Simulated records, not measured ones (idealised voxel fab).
The name of this process module is voxel wiring stack.
Cross-sectional view cut (width: 280 nm; square cell size: 5 nm).
Cross-section, as written here: a square-cell grid given band by band from the top down, where a band holds one or more rows of cells.
Look at the band entry: it leads with the top's height and the bottom's height in nm. Then it lists the materials left to right, with a width in nm for each. The word "full width" on a single material says that material fills the band edge to edge. The word "empty" is empty space.
Heights are measured from 0, the level below which the as-received wafer is all one material; the lowest band has no bottom and continues downward, written as in "0..down".
Top row gets the first number, bottom row gets the second, and each row in between changes by the same step: that is how a band width like "30 to 40" works.
Where a step carries "stayed the same", the cross-section came out of it unchanged, cell for cell.
"Fully sealed cavities" contains a list of empty spaces, each no smaller than 8 cells and without an open way to the top, written in the form width x height at distance with the distance from the left edge and all three in nm.
Anything after a step's settings on that line? It's the simulator's own note about the step.
overlay nm: where the mask lay relative to plan, measured to the right, on steps with a mask; negatives go left.

## The steps planned for the process are as follows
1) RECEIVE, material Si
2) CONFORMAL_DEP, material SiO2, thk nm 10
3) CONFORMAL_DEP, material SiCN, thk nm 5
4) DIRECTIONAL_DEP, material lowk, thk nm 25
5) DIRECTIONAL_DEP, material aC, thk nm 10
6) PATTERN, tone open, mask id METAL_1, material resist, width nm 30, pitch nm 45, thk nm 30, overlay nm 0
7) DIRECTIONAL_ETCH, etch materials aC, depth nm 10
8) STRIP, etch materials resist
9) DIRECTIONAL_ETCH, etch materials lowk, depth nm 25
10) DIRECTIONAL_ETCH, etch materials SiCN, depth nm 5
11) STRIP, etch materials aC
12) CONFORMAL_DEP, material TiN, thk nm 5
13) FILL_DEP, material W, thk nm 5
14) CMP, height nm 40
15) CONFORMAL_DEP, material SiCN, thk nm 5
16) DIRECTIONAL_DEP, material SiO2, thk nm 25
17) DIRECTIONAL_DEP, material aC, thk nm 15
18) PATTERN, tone open, mask id METAL_2_HOLES, material resist, width nm 15, thk nm 30, overlay nm 0
19) DIRECTIONAL_ETCH, etch materials aC, depth nm 15
20) STRIP, etch materials resist
21) DIRECTIONAL_ETCH, etch materials SiO2, depth nm 25
22) STRIP, etch materials aC
23) PATTERN, tone open, mask id METAL_2, material resist, width nm 30, pitch nm 45, thk nm 20, overlay nm 0
24) DIRECTIONAL_ETCH, etch materials SiO2, depth nm 15
25) DIRECTIONAL_ETCH, etch materials SiCN, depth nm 5
26) STRIP, etch materials resist
27) CONFORMAL_DEP, material TiN, thk nm 5
28) FILL_DEP, material Cu, thk nm 10
29) CMP, height nm 70
30) CONFORMAL_DEP, material SiCN, thk nm 5
31) DIRECTIONAL_DEP, material SiO2, thk nm 15
32) MASKED_ETCH, tone open, mask id PLUG_2, width nm 15, pitch nm 45, etch materials SiO2, depth nm 15, overlay nm 0
33) MASKED_ETCH, tone open, mask id PLUG_2, width nm 15, pitch nm 45, etch materials SiCN, depth nm 5, overlay nm 0
34) EPI, material Ru, thk nm 10
35) EPI, material Ru, thk nm 10
36) DIRECTIONAL_DEP, material TiN, thk nm 5
37) DIRECTIONAL_DEP, material W, thk nm 20
38) PATTERN, tone cover, mask id METAL_3, material resist, width nm 30, pitch nm 45, thk nm 15, overlay nm 0
39) DIRECTIONAL_ETCH, etch materials W, depth nm 20
40) DIRECTIONAL_ETCH, etch materials TiN, depth nm 5
41) STRIP, etch materials resist
42) CONFORMAL_DEP, material SiCN, thk nm 5
43) FILL_DEP, material SiO2, thk nm 5
44) CMP, height nm 115
45) CONFORMAL_DEP, material SiCN, thk nm 5
46) DIRECTIONAL_DEP, material SiO2, thk nm 10
47) DIRECTIONAL_DEP, material aC, thk nm 15
48) PATTERN, tone open, mask id PLUG_3, material resist, width nm 15, thk nm 35, overlay nm 0
49) DIRECTIONAL_ETCH, etch materials aC, depth nm 15
50) STRIP, etch materials resist
51) DIRECTIONAL_ETCH, etch materials SiO2, depth nm 10
52) DIRECTIONAL_ETCH, etch materials SiCN, depth nm 5
53) STRIP, etch materials aC
54) CONFORMAL_DEP, material TiN, thk nm 5
55) FILL_DEP, material Ru, thk nm 10
56) CMP, height nm 130
57) CONFORMAL_DEP, material SiN, thk nm 5
58) DIRECTIONAL_DEP, material SiO2, thk nm 25
59) DIRECTIONAL_DEP, material aC, thk nm 10
60) PATTERN, tone open, mask id METAL_4, material resist, width nm 30, pitch nm 45, thk nm 25, overlay nm 0
61) DIRECTIONAL_ETCH, etch materials aC, depth nm 10
62) STRIP, etch materials resist
63) DIRECTIONAL_ETCH, etch materials SiO2, depth nm 25
64) DIRECTIONAL_ETCH, etch materials SiN, depth nm 5
65) STRIP, etch materials aC
66) CONFORMAL_DEP, material TiN, thk nm 5
67) FILL_DEP, material Cu, thk nm 5
68) CMP, height nm 160
69) CONFORMAL_DEP, material SiN, thk nm 5

## Of two wafers, the first: run according to plan

## Delivered wafer in cross-section: state after step 1
> 0..down  Si full width
> Fully sealed cavities: none

## Cross-section: wafer state after step 2
> 10..0  SiO2 full width
> Beneath the level 0, the cross-section is identical to its previous state.

## Cross-section: wafer state after step 3
> 15..10  SiCN full width
> Beneath the level 10, the cross-section is identical to its previous state.

## Cross-section: wafer state after step 4
> 40..15  lowk full width
> Beneath the level 15, the cross-section is identical to its previous state.

## Cross-section: wafer state after step 5
> 50..40  aC full width
> Beneath the level 40, the cross-section is identical to its previous state.

## Cross-section: wafer state after step 6
> 80..50  resist (100) | empty (30) | resist (15) | empty (30) | resist (105)
> Beneath the level 50, the cross-section is identical to its previous state.

## Cross-section: wafer state after step 7
> 70..50  resist (100) | empty (30) | resist (15) | empty (30) | resist (105)
> 50..40  aC (100) | empty (30) | aC (15) | empty (30) | aC (105)
> Beneath the level 40, the cross-section is identical to its previous state.

## Cross-section: wafer state after step 8
> 50..40  aC (100) | empty (30) | aC (15) | empty (30) | aC (105)
> Beneath the level 40, the cross-section is identical to its previous state.

## Cross-section: wafer state after step 9
> 50..40  aC (100) | empty (30) | aC (15) | empty (30) | aC (105)
> 40..15  lowk (100) | empty (30) | lowk (15) | empty (30) | lowk (105)
> Beneath the level 15, the cross-section is identical to its previous state.

## Cross-section: wafer state after step 10
> 50..40  aC (100) | empty (30) | aC (15) | empty (30) | aC (105)
> 40..15  lowk (100) | empty (30) | lowk (15) | empty (30) | lowk (105)
> 15..10  SiCN (100) | empty (30) | SiCN (15) | empty (30) | SiCN (105)
> Beneath the level 10, the cross-section is identical to its previous state.

## Cross-section: wafer state after step 11
> 40..15  lowk (100) | empty (30) | lowk (15) | empty (30) | lowk (105)
> Beneath the level 15, the cross-section is identical to its previous state.

## Cross-section: wafer state after step 12
> 45..40  TiN (105) | empty (20) | TiN (25) | empty (20) | TiN (110)
> 40..15  lowk (100) | TiN (5) | empty (20) | TiN (5) | lowk (15) | TiN (5) | empty (20) | TiN (5) | lowk (105)
> 15..10  SiCN (100) | TiN (30) | SiCN (15) | TiN (30) | SiCN (105)
> Beneath the level 10, the cross-section is identical to its previous state.

## Cross-section: wafer state after step 13
> 50..45  W full width
> 45..40  TiN (105) | W (20) | TiN (25) | W (20) | TiN (110)
> 40..15  lowk (100) | TiN (5) | W (20) | TiN (5) | lowk (15) | TiN (5) | W (20) | TiN (5) | lowk (105)
> Beneath the level 15, the cross-section is identical to its previous state.

## Cross-section: wafer state after step 14
> 40..15  lowk (100) | TiN (5) | W (20) | TiN (5) | lowk (15) | TiN (5) | W (20) | TiN (5) | lowk (105)
> Beneath the level 15, the cross-section is identical to its previous state.

## Cross-section: wafer state after step 15
> 45..40  SiCN full width
> Beneath the level 40, the cross-section is identical to its previous state.

## Cross-section: wafer state after step 16
> 70..45  SiO2 full width
> Beneath the level 45, the cross-section is identical to its previous state.

## Cross-section: wafer state after step 17
> 85..70  aC full width
> Beneath the level 70, the cross-section is identical to its previous state.

## Cross-section: wafer state after step 18
> 115..85  resist (100) | empty (15) | resist (165)
> Beneath the level 85, the cross-section is identical to its previous state.

## Cross-section: wafer state after step 19
> 100..85  resist (100) | empty (15) | resist (165)
> 85..70  aC (100) | empty (15) | aC (165)
> Beneath the level 70, the cross-section is identical to its previous state.

## Cross-section: wafer state after step 20
> 85..70  aC (100) | empty (15) | aC (165)
> Beneath the level 70, the cross-section is identical to its previous state.

## Cross-section: wafer state after step 21
> 85..70  aC (100) | empty (15) | aC (165)
> 70..45  SiO2 (100) | empty (15) | SiO2 (165)
> Beneath the level 45, the cross-section is identical to its previous state.

## Cross-section: wafer state after step 22
> 70..45  SiO2 (100) | empty (15) | SiO2 (165)
> Beneath the level 45, the cross-section is identical to its previous state.

## Cross-section: wafer state after step 23
> 90..70  resist (100) | empty (30) | resist (15) | empty (30) | resist (105)
> Beneath the level 70, the cross-section is identical to its previous state.

## Cross-section: wafer state after step 24
> 90..70  resist (100) | empty (30) | resist (15) | empty (30) | resist (105)
> 70..55  SiO2 (100) | empty (30) | SiO2 (15) | empty (30) | SiO2 (105)
> Beneath the level 55, the cross-section is identical to its previous state.

## Cross-section: wafer state after step 25
> 90..70  resist (100) | empty (30) | resist (15) | empty (30) | resist (105)
> 70..55  SiO2 (100) | empty (30) | SiO2 (15) | empty (30) | SiO2 (105)
> 55..45  SiO2 (100) | empty (15) | SiO2 (165)
> 45..40  SiCN (100) | empty (15) | SiCN (165)
> Beneath the level 40, the cross-section is identical to its previous state.

## Cross-section: wafer state after step 26
> 70..55  SiO2 (100) | empty (30) | SiO2 (15) | empty (30) | SiO2 (105)
> Beneath the level 55, the cross-section is identical to its previous state.

## Cross-section: wafer state after step 27
> 75..70  TiN (105) | empty (20) | TiN (25) | empty (20) | TiN (110)
> 70..60  SiO2 (100) | TiN (5) | empty (20) | TiN (5) | SiO2 (15) | TiN (5) | empty (20) | TiN (5) | SiO2 (105)
> 60..55  SiO2 (100) | TiN (5) | empty (5) | TiN (20) | SiO2 (15) | TiN (30) | SiO2 (105)
> 55..45  SiO2 (100) | TiN (5) | empty (5) | TiN (5) | SiO2 (165)
> 45..40  SiCN (100) | TiN (15) | SiCN (165)
> Beneath the level 40, the cross-section is identical to its previous state.

## Cross-section: wafer state after step 28
> 85..75  Cu full width
> 75..70  TiN (105) | Cu (20) | TiN (25) | Cu (20) | TiN (110)
> 70..60  SiO2 (100) | TiN (5) | Cu (20) | TiN (5) | SiO2 (15) | TiN (5) | Cu (20) | TiN (5) | SiO2 (105)
> 60..55  SiO2 (100) | TiN (5) | Cu (5) | TiN (20) | SiO2 (15) | TiN (30) | SiO2 (105)
> 55..45  SiO2 (100) | TiN (5) | Cu (5) | TiN (5) | SiO2 (165)
> Beneath the level 45, the cross-section is identical to its previous state.

## Cross-section: wafer state after step 29
> 70..60  SiO2 (100) | TiN (5) | Cu (20) | TiN (5) | SiO2 (15) | TiN (5) | Cu (20) | TiN (5) | SiO2 (105)
> Beneath the level 60, the cross-section is identical to its previous state.

## Cross-section: wafer state after step 30
> 75..70  SiCN full width
> Beneath the level 70, the cross-section is identical to its previous state.

## Cross-section: wafer state after step 31
> 90..75  SiO2 full width
> Beneath the level 75, the cross-section is identical to its previous state.

## Cross-section: wafer state after step 32
> 90..75  SiO2 (100) | empty (15) | SiO2 (30) | empty (15) | SiO2 (120)
> Beneath the level 75, the cross-section is identical to its previous state.

## Cross-section: wafer state after step 33
> 90..75  SiO2 (100) | empty (15) | SiO2 (30) | empty (15) | SiO2 (120)
> 75..70  SiCN (100) | empty (15) | SiCN (30) | empty (15) | SiCN (120)
> Beneath the level 70, the cross-section is identical to its previous state.

## Cross-section: wafer state after step 34
> 90..80  SiO2 (100) | empty (15) | SiO2 (30) | empty (15) | SiO2 (120)
> 80..75  SiO2 (100) | Ru (15) | SiO2 (30) | Ru (15) | SiO2 (120)
> 75..70  SiCN (100) | Ru (15) | SiCN (30) | Ru (15) | SiCN (120)
> Beneath the level 70, the cross-section is identical to its previous state.

## Cross-section: wafer state after step 35
> 90..75  SiO2 (100) | Ru (15) | SiO2 (30) | Ru (15) | SiO2 (120)
> Beneath the level 75, the cross-section is identical to its previous state.

## Cross-section: wafer state after step 36
> 95..90  TiN full width
> Beneath the level 90, the cross-section is identical to its previous state.

## Cross-section: wafer state after step 37
> 115..95  W full width
> Beneath the level 95, the cross-section is identical to its previous state.

## Cross-section: wafer state after step 38
> 130..115  empty (100) | resist (30) | empty (15) | resist (30) | empty (105)
> Beneath the level 115, the cross-section is identical to its previous state.

## Cross-section: wafer state after step 39
> 130..115  empty (100) | resist (30) | empty (15) | resist (30) | empty (105)
> 115..95  empty (100) | W (30) | empty (15) | W (30) | empty (105)
> Beneath the level 95, the cross-section is identical to its previous state.

## Cross-section: wafer state after step 40
> 130..115  empty (100) | resist (30) | empty (15) | resist (30) | empty (105)
> 115..95  empty (100) | W (30) | empty (15) | W (30) | empty (105)
> 95..90  empty (100) | TiN (30) | empty (15) | TiN (30) | empty (105)
> Beneath the level 90, the cross-section is identical to its previous state.

## Cross-section: wafer state after step 41
> 115..95  empty (100) | W (30) | empty (15) | W (30) | empty (105)
> Beneath the level 95, the cross-section is identical to its previous state.

## Cross-section: wafer state after step 42
> 120..115  empty (95) | SiCN (40) | empty (5) | SiCN (40) | empty (100)
> 115..95  empty (95) | SiCN (5) | W (30) | SiCN (5) | empty (5) | SiCN (5) | W (30) | SiCN (5) | empty (100)
> 95..90  SiCN (100) | TiN (30) | SiCN (15) | TiN (30) | SiCN (105)
> Beneath the level 90, the cross-section is identical to its previous state.

## Cross-section: wafer state after step 43
> 125..120  SiO2 full width
> 120..115  SiO2 (95) | SiCN (40) | SiO2 (5) | SiCN (40) | SiO2 (100)
> 115..95  SiO2 (95) | SiCN (5) | W (30) | SiCN (5) | SiO2 (5) | SiCN (5) | W (30) | SiCN (5) | SiO2 (100)
> Beneath the level 95, the cross-section is identical to its previous state.

## Cross-section: wafer state after step 44
> 115..95  SiO2 (95) | SiCN (5) | W (30) | SiCN (5) | SiO2 (5) | SiCN (5) | W (30) | SiCN (5) | SiO2 (100)
> Beneath the level 95, the cross-section is identical to its previous state.

## Cross-section: wafer state after step 45
> 120..115  SiCN full width
> Beneath the level 115, the cross-section is identical to its previous state.

## Cross-section: wafer state after step 46
> 130..120  SiO2 full width
> Beneath the level 120, the cross-section is identical to its previous state.

## Cross-section: wafer state after step 47
> 145..130  aC full width
> Beneath the level 130, the cross-section is identical to its previous state.

## Cross-section: wafer state after step 48
> 180..145  resist (100) | empty (15) | resist (165)
> Beneath the level 145, the cross-section is identical to its previous state.

## Cross-section: wafer state after step 49
> 165..145  resist (100) | empty (15) | resist (165)
> 145..130  aC (100) | empty (15) | aC (165)
> Beneath the level 130, the cross-section is identical to its previous state.

## Cross-section: wafer state after step 50
> 145..130  aC (100) | empty (15) | aC (165)
> Beneath the level 130, the cross-section is identical to its previous state.

## Cross-section: wafer state after step 51
> 145..130  aC (100) | empty (15) | aC (165)
> 130..120  SiO2 (100) | empty (15) | SiO2 (165)
> Beneath the level 120, the cross-section is identical to its previous state.

## Cross-section: wafer state after step 52
> 145..130  aC (100) | empty (15) | aC (165)
> 130..120  SiO2 (100) | empty (15) | SiO2 (165)
> 120..115  SiCN (100) | empty (15) | SiCN (165)
> Beneath the level 115, the cross-section is identical to its previous state.

## Cross-section: wafer state after step 53
> 130..120  SiO2 (100) | empty (15) | SiO2 (165)
> Beneath the level 120, the cross-section is identical to its previous state.

## Cross-section: wafer state after step 54
> 135..130  TiN (105) | empty (5) | TiN (170)
> 130..120  SiO2 (100) | TiN (5) | empty (5) | TiN (5) | SiO2 (165)
> 120..115  SiCN (100) | TiN (15) | SiCN (165)
> Beneath the level 115, the cross-section is identical to its previous state.

## Cross-section: wafer state after step 55
> 145..135  Ru full width
> 135..130  TiN (105) | Ru (5) | TiN (170)
> 130..120  SiO2 (100) | TiN (5) | Ru (5) | TiN (5) | SiO2 (165)
> Beneath the level 120, the cross-section is identical to its previous state.

## Cross-section: wafer state after step 56
> 130..120  SiO2 (100) | TiN (5) | Ru (5) | TiN (5) | SiO2 (165)
> Beneath the level 120, the cross-section is identical to its previous state.

## Cross-section: wafer state after step 57
> 135..130  SiN full width
> Beneath the level 130, the cross-section is identical to its previous state.

## Cross-section: wafer state after step 58
> 160..135  SiO2 full width
> Beneath the level 135, the cross-section is identical to its previous state.

## Cross-section: wafer state after step 59
> 170..160  aC full width
> Beneath the level 160, the cross-section is identical to its previous state.

## Cross-section: wafer state after step 60
> 195..170  resist (100) | empty (30) | resist (15) | empty (30) | resist (105)
> Beneath the level 170, the cross-section is identical to its previous state.

## Cross-section: wafer state after step 61
> 185..170  resist (100) | empty (30) | resist (15) | empty (30) | resist (105)
> 170..160  aC (100) | empty (30) | aC (15) | empty (30) | aC (105)
> Beneath the level 160, the cross-section is identical to its previous state.

## Cross-section: wafer state after step 62
> 170..160  aC (100) | empty (30) | aC (15) | empty (30) | aC (105)
> Beneath the level 160, the cross-section is identical to its previous state.

## Cross-section: wafer state after step 63
> 170..160  aC (100) | empty (30) | aC (15) | empty (30) | aC (105)
> 160..135  SiO2 (100) | empty (30) | SiO2 (15) | empty (30) | SiO2 (105)
> Beneath the level 135, the cross-section is identical to its previous state.

## Cross-section: wafer state after step 64
> 170..160  aC (100) | empty (30) | aC (15) | empty (30) | aC (105)
> 160..135  SiO2 (100) | empty (30) | SiO2 (15) | empty (30) | SiO2 (105)
> 135..130  SiN (100) | empty (30) | SiN (15) | empty (30) | SiN (105)
> Beneath the level 130, the cross-section is identical to its previous state.

## Cross-section: wafer state after step 65
> 160..135  SiO2 (100) | empty (30) | SiO2 (15) | empty (30) | SiO2 (105)
> Beneath the level 135, the cross-section is identical to its previous state.

## Cross-section: wafer state after step 66
> 165..160  TiN (105) | empty (20) | TiN (25) | empty (20) | TiN (110)
> 160..135  SiO2 (100) | TiN (5) | empty (20) | TiN (5) | SiO2 (15) | TiN (5) | empty (20) | TiN (5) | SiO2 (105)
> 135..130  SiN (100) | TiN (30) | SiN (15) | TiN (30) | SiN (105)
> Beneath the level 130, the cross-section is identical to its previous state.

## Cross-section: wafer state after step 67
> 170..165  Cu full width
> 165..160  TiN (105) | Cu (20) | TiN (25) | Cu (20) | TiN (110)
> 160..135  SiO2 (100) | TiN (5) | Cu (20) | TiN (5) | SiO2 (15) | TiN (5) | Cu (20) | TiN (5) | SiO2 (105)
> Beneath the level 135, the cross-section is identical to its previous state.

## Cross-section: wafer state after step 68
> 160..135  SiO2 (100) | TiN (5) | Cu (20) | TiN (5) | SiO2 (15) | TiN (5) | Cu (20) | TiN (5) | SiO2 (105)
> Beneath the level 135, the cross-section is identical to its previous state.

## Cross-section: wafer state after step 69
> 165..160  SiN full width
> Beneath the level 160, the cross-section is identical to its previous state.

## Notes, second wafer: start = first wafer's, plan = first wafer's, execution had one mistake; history identical to first through step 54

## when step 55 should have ended
> 145..135  W full width
> 135..130  TiN (105) | W (5) | TiN (170)
> 130..120  SiO2 (100) | TiN (5) | W (5) | TiN (5) | SiO2 (165)
> Beneath the level 120, the cross-section is identical to its previous state.

## when step 56 should have ended
> 130..120  SiO2 (100) | TiN (5) | W (5) | TiN (5) | SiO2 (165)
> Beneath the level 120, the cross-section is identical to its previous state.

## when step 57 should have ended
> 135..130  SiN full width
> Beneath the level 130, the cross-section is identical to its previous state.

## when step 58 should have ended
> 160..135  SiO2 full width
> Beneath the level 135, the cross-section is identical to its previous state.

## when step 59 should have ended
> 170..160  aC full width
> Beneath the level 160, the cross-section is identical to its previous state.

## when step 60 should have ended
> 195..170  resist (100) | empty (30) | resist (15) | empty (30) | resist (105)
> Beneath the level 170, the cross-section is identical to its previous state.

## when step 61 should have ended
> 185..170  resist (100) | empty (30) | resist (15) | empty (30) | resist (105)
> 170..160  aC (100) | empty (30) | aC (15) | empty (30) | aC (105)
> Beneath the level 160, the cross-section is identical to its previous state.

## when step 62 should have ended
> 170..160  aC (100) | empty (30) | aC (15) | empty (30) | aC (105)
> Beneath the level 160, the cross-section is identical to its previous state.

## when step 63 should have ended
> 170..160  aC (100) | empty (30) | aC (15) | empty (30) | aC (105)
> 160..135  SiO2 (100) | empty (30) | SiO2 (15) | empty (30) | SiO2 (105)
> Beneath the level 135, the cross-section is identical to its previous state.

## when step 64 should have ended
> 170..160  aC (100) | empty (30) | aC (15) | empty (30) | aC (105)
> 160..135  SiO2 (100) | empty (30) | SiO2 (15) | empty (30) | SiO2 (105)
> 135..130  SiN (100) | empty (30) | SiN (15) | empty (30) | SiN (105)
> Beneath the level 130, the cross-section is identical to its previous state.

## when step 65 should have ended
> 160..135  SiO2 (100) | empty (30) | SiO2 (15) | empty (30) | SiO2 (105)
> Beneath the level 135, the cross-section is identical to its previous state.

## when step 66 should have ended
> 165..160  TiN (105) | empty (20) | TiN (25) | empty (20) | TiN (110)
> 160..135  SiO2 (100) | TiN (5) | empty (20) | TiN (5) | SiO2 (15) | TiN (5) | empty (20) | TiN (5) | SiO2 (105)
> 135..130  SiN (100) | TiN (30) | SiN (15) | TiN (30) | SiN (105)
> Beneath the level 130, the cross-section is identical to its previous state.

## when step 67 should have ended
> 170..165  Cu full width
> 165..160  TiN (105) | Cu (20) | TiN (25) | Cu (20) | TiN (110)
> 160..135  SiO2 (100) | TiN (5) | Cu (20) | TiN (5) | SiO2 (15) | TiN (5) | Cu (20) | TiN (5) | SiO2 (105)
> Beneath the level 135, the cross-section is identical to its previous state.

## when step 68 should have ended
> 160..135  SiO2 (100) | TiN (5) | Cu (20) | TiN (5) | SiO2 (15) | TiN (5) | Cu (20) | TiN (5) | SiO2 (105)
> Beneath the level 135, the cross-section is identical to its previous state.

## when step 69 should have ended
> 165..160  SiN full width
> Beneath the level 160, the cross-section is identical to its previous state.
Nonconformance to the process plan: heads up, step 55 didn't go per plan, it actually ran as FILL_DEP, material W, thk nm 10
Bottom line after processing is that, in cells, the second wafer is up or down on some materials versus the first: Ru: 2 fewer; W: 2 more
